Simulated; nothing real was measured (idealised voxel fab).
Module name: voxel lift off (process module)
FYI the section here is cut, 175 nm wide, cells are 5 nm squares.
Bands, listed from the top down, are how a cross-section gets written in this document; the cross-section itself is a grid of square cells, and a band is one or more rows of them. Heads up on the band format: heights come first, top then bottom, in nm. After that it's the materials left to right, each with its width in nm. A single material flagged "edge to edge" fills the whole band edge to edge, and "blank" means there's empty space there. Counting heights begins at 0, where everything beneath is, in the wafer as received, one material. The lowest band has no bottom; it goes on downwards, as "top 0, no bottom" shows. Top row gets the first number, bottom row gets the second, and each row in between changes by the same step: that is how a band width like "30 to 40" works. Reading "stayed the same" for a step: not a cell of the cross-section changed in it. In the "Enclosed cavities" entry, you get each enclosed empty space of 8 cells or more, one with no open way to the top, written width x height at distance, distance from the left edge, in nm. Past the settings on a step's line: simulator remark, on that step. "overlay nm" denotes, for a step that has a mask, the displacement of the mask to the right of its planned place, with negative values corresponding to the left.
[Listed below are the process steps as planned]
1 RECEIVE | material Si
2 CONFORMAL_DEP | material SiN | thk nm 10
3 PATTERN | tone open | mask id LINES | material resist | width nm 15 | pitch nm 45 | thk nm 20 | overlay nm 0
4 DIRECTIONAL_DEP | material Ru | thk nm 10
5 STRIP | etch materials resist
6 CONFORMAL_DEP | material SiN | thk nm 5
[Cross-section of the incoming wafer, state after step 1]
* top 0, no bottom = Si edge to edge
* Enclosed cavities: none
[Starting wafer: above. Plan: above. Run: one mistake. Cross-section after the module: below]
* top 25, bottom 20 = 25 nm blank | 25 nm SiN | 20 nm blank | 25 nm SiN | 20 nm blank | 25 nm SiN | 35 nm blank
* top 20, bottom 15 = 25 nm blank | 5 nm SiN | 15 nm Ru | 5 nm SiN | 20 nm blank | 5 nm SiN | 15 nm Ru | 5 nm SiN | 20 nm blank | 5 nm SiN | 15 nm Ru | 5 nm SiN | 35 nm blank
* top 15, bottom 10 = 30 nm SiN | 15 nm Ru | 30 nm SiN | 15 nm Ru | 30 nm SiN | 15 nm Ru | 40 nm SiN
* top 10, bottom 0 = SiN edge to edge
* top 0, no bottom = Si edge to edge
* Enclosed cavities: none
So what did we get wrong on this run? it should be noted that step 3 was executed with settings other than those planned, the operation and settings actually applied being PATTERN | tone open | mask id LINES | material resist | width nm 15 | pitch nm 45 | thk nm 20 | overlay nm -5
